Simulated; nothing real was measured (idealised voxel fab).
Title: Process Module voxel transistor to metal
The width of the displayed cross-section, cut, is 205 nm; its cells are square, with a size of 5 nm.
If you're reading a cross-section in this doc, picture square cells in a grid; it comes to you as bands, top ones listed first down to the bottom, and a band can be one or more rows of cells.
This entry defines a band. It first specifies the height of the band's top and the height of its bottom in nm, and then specifies the band's materials from left to right, stating each material with its width in nm. The word "full width" identifies a single material that fills the band from edge to edge, while the word "air" identifies empty space.
Below 0: as-received wafer, all one material; heights counted from there. Lowest band: no bottom, goes on down, written "0 and below".
A two-number width, for instance "30..40", indicates that the width is equal to the first number in the top row of the band and to the second number in the bottom row, and that it changes by a constant amount per row of cells.
"remained unchanged" (step): cross-section cells unchanged, all of them.
Voids not open to the top, 8 cells minimum: see "Fully closed voids". Written width x height at distance; distance is from the left edge; nm.
On each step's line, the part that comes after the settings is the simulator's own comment on the step.
overlay nm: right-of-plan distance of the mask on a masked step; negative values mean left-of-plan.

# Steps planned for the process
step 1: RECEIVE,material Si
step 2: CONFORMAL_DEP,material SiO2,thk nm 5
step 3: CONFORMAL_DEP,material SiN,thk nm 15
step 4: PATTERN,tone cover,mask id ACTIVE,material resist,width nm 105,thk nm 20,overlay nm 0
step 5: DIRECTIONAL_ETCH,etch materials SiN,depth nm 15
step 6: DIRECTIONAL_ETCH,etch materials SiO2,depth nm 5
step 7: DIRECTIONAL_ETCH,etch materials Si,depth nm 30
step 8: STRIP,etch materials resist
step 9: OXIDIZE,depth nm 5
step 10: FILL_DEP,material SiO2,thk nm 15
step 11: CMP,height nm 20
step 12: SELECTIVE_ETCH,etch materials SiO2,depth nm 15
step 13: STRIP,etch materials SiN
step 14: SELECTIVE_ETCH,etch materials SiO2,depth nm 5
step 15: OXIDIZE,depth nm 5
step 16: DIRECTIONAL_DEP,material polySi,thk nm 25
step 17: DIRECTIONAL_DEP,material SiCN,thk nm 10
step 18: PATTERN,tone cover,mask id GATE,material resist,width nm 25,thk nm 15,overlay nm 0
step 19: DIRECTIONAL_ETCH,etch materials SiCN,depth nm 20
step 20: DIRECTIONAL_ETCH,etch materials polySi,depth nm 35
step 21: STRIP,etch materials resist
step 22: CONFORMAL_DEP,material SiN,thk nm 10
step 23: DIRECTIONAL_ETCH,etch materials SiN,depth nm 10
step 24: DIRECTIONAL_ETCH,etch materials SiO2,depth nm 5
step 25: EPI,material nSi,thk nm 5
step 26: FILL_DEP,material SiO2,thk nm 10
step 27: CMP,height nm 25
step 28: STRIP,etch materials polySi
step 29: SELECTIVE_ETCH,etch materials SiO2,depth nm 5
step 30: CONFORMAL_DEP,material HfO2,thk nm 5
step 31: CONFORMAL_DEP,material TiN,thk nm 5
step 32: FILL_DEP,material W,thk nm 10
step 33: CMP,height nm 20
step 34: DIRECTIONAL_DEP,material SiO2,thk nm 15
step 35: MASKED_ETCH,tone open,mask id CONTACT,width nm 15,pitch nm 80,etch materials SiO2,depth nm 35,overlay nm 0
step 36: CONFORMAL_DEP,material TiN,thk nm 5
step 37: FILL_DEP,material W,thk nm 5
step 38: CMP,height nm 35
step 39: DIRECTIONAL_DEP,material TiN,thk nm 5
step 40: DIRECTIONAL_DEP,material W,thk nm 15
step 41: DIRECTIONAL_DEP,material aC,thk nm 10
step 42: PATTERN,tone cover,mask id METAL_1,material resist,width nm 15,pitch nm 80,thk nm 25,overlay nm 0
step 43: DIRECTIONAL_ETCH,etch materials aC,depth nm 10
step 44: STRIP,etch materials resist
step 45: DIRECTIONAL_ETCH,etch materials W,depth nm 15
step 46: DIRECTIONAL_ETCH,etch materials TiN,depth nm 5
step 47: STRIP,etch materials aC
step 48: CONFORMAL_DEP,material SiCN,thk nm 5
step 49: FILL_DEP,material SiO2,thk nm 10
step 50: CMP,height nm 55
step 51: CONFORMAL_DEP,material SiCN,thk nm 5
step 52: DIRECTIONAL_DEP,material SiO2,thk nm 30
step 53: MASKED_ETCH,tone open,mask id METAL_2,width nm 15,pitch nm 80,etch materials SiO2,depth nm 20,overlay nm 0
step 54: DIRECTIONAL_DEP,material aC,thk nm 15
step 55: PATTERN,tone open,mask id METAL_2_HOLES,material resist,width nm 15,pitch nm 80,thk nm 35,overlay nm 0
step 56: DIRECTIONAL_ETCH,etch materials aC,depth nm 15
step 57: STRIP,etch materials resist
step 58: DIRECTIONAL_ETCH,etch materials SiO2,depth nm 10
step 59: DIRECTIONAL_ETCH,etch materials SiCN,depth nm 5
step 60: STRIP,etch materials aC
step 61: CONFORMAL_DEP,material TiN,thk nm 5
step 62: FILL_DEP,material Cu,thk nm 5
step 63: CMP,height nm 90
step 64: CONFORMAL_DEP,material SiCN,thk nm 5

# as received, after step 1
> 0 and below = Si full width
> Fully closed voids: none

# Module complete - cross-section of the first of two wafers, run according to plan
> 95 down to 90 = SiCN full width
> 90 down to 60 = 55 SiO2, 5 TiN, 5 Cu, 5 TiN, 65 SiO2, 5 TiN, 5 Cu, 5 TiN, 55 SiO2
> 60 down to 55 = 55 SiCN, 15 TiN, 65 SiCN, 15 TiN, 55 SiCN
> 55 down to 40 = 50 SiO2, 5 SiCN, 15 W, 5 SiCN, 55 SiO2, 5 SiCN, 15 W, 5 SiCN, 50 SiO2
> 40 down to 35 = 55 SiCN, 15 TiN, 65 SiCN, 15 TiN, 55 SiCN
> 35 down to 20 = 55 SiO2, 5 TiN, 5 W, 5 TiN, 65 SiO2, 5 TiN, 5 W, 5 TiN, 55 SiO2
> 20 down to 5 = 55 SiO2, 5 TiN, 5 W, 5 TiN, 10 SiO2, 10 SiN, 5 HfO2, 5 TiN, 5 W, 5 TiN, 5 HfO2, 10 SiN, 10 SiO2, 5 TiN, 5 W, 5 TiN, 55 SiO2
> 5 down to 0 = 55 SiO2, 15 TiN, 10 SiO2, 10 SiN, 5 HfO2, 15 TiN, 5 HfO2, 10 SiN, 10 SiO2, 15 TiN, 55 SiO2
> 0 down to -5 = 50 SiO2, 30 nSi, 5 SiO2, 35 HfO2, 5 SiO2, 30 nSi, 50 SiO2
> -5 down to -35 = 55 SiO2, 95 Si, 55 SiO2
> -35 and below = Si full width
> Fully closed voids: none

# Wafer two, end of module, cross-section. Same start, same plan as wafer one. One mistake in the run
> 95 down to 90 = SiCN full width
> 90 down to 60 = 55 SiO2, 5 TiN, 5 Cu, 5 TiN, 65 SiO2, 5 TiN, 5 Cu, 5 TiN, 55 SiO2
> 60 down to 55 = 55 SiCN, 15 TiN, 65 SiCN, 15 TiN, 55 SiCN
> 55 down to 40 = 50 SiO2, 5 SiCN, 15 W, 5 SiCN, 55 SiO2, 5 SiCN, 15 W, 5 SiCN, 50 SiO2
> 40 down to 35 = 55 SiCN, 15 TiN, 65 SiCN, 15 TiN, 55 SiCN
> 35 down to 20 = 55 SiO2, 5 TiN, 5 W, 5 TiN, 65 SiO2, 5 TiN, 5 W, 5 TiN, 55 SiO2
> 20 down to 5 = 55 SiO2, 5 TiN, 5 W, 5 TiN, 10 SiO2, 10 SiN, 5 HfO2, 5 TiN, 5 W, 5 TiN, 5 HfO2, 10 SiN, 10 SiO2, 5 TiN, 5 W, 5 TiN, 55 SiO2
> 5 down to 0 = 55 SiO2, 15 TiN, 10 SiO2, 10 SiN, 5 HfO2, 15 TiN, 5 HfO2, 10 SiN, 10 SiO2, 15 TiN, 55 SiO2
> 0 down to -5 = 45 SiO2, 35 nSi, 5 SiO2, 35 HfO2, 5 SiO2, 25 nSi, 55 SiO2
> -5 down to -35 = 50 SiO2, 95 Si, 60 SiO2
> -35 and below = Si full width
> Fully closed voids: none
Deviation from plan: step 4 did not use the planned setting and instead ran as PATTERN,tone cover,mask id ACTIVE,material resist,width nm 105,thk nm 20,overlay nm -5
Tallied in cells, the final second wafer holds each material in the same quantity as the first, although not at the same places.
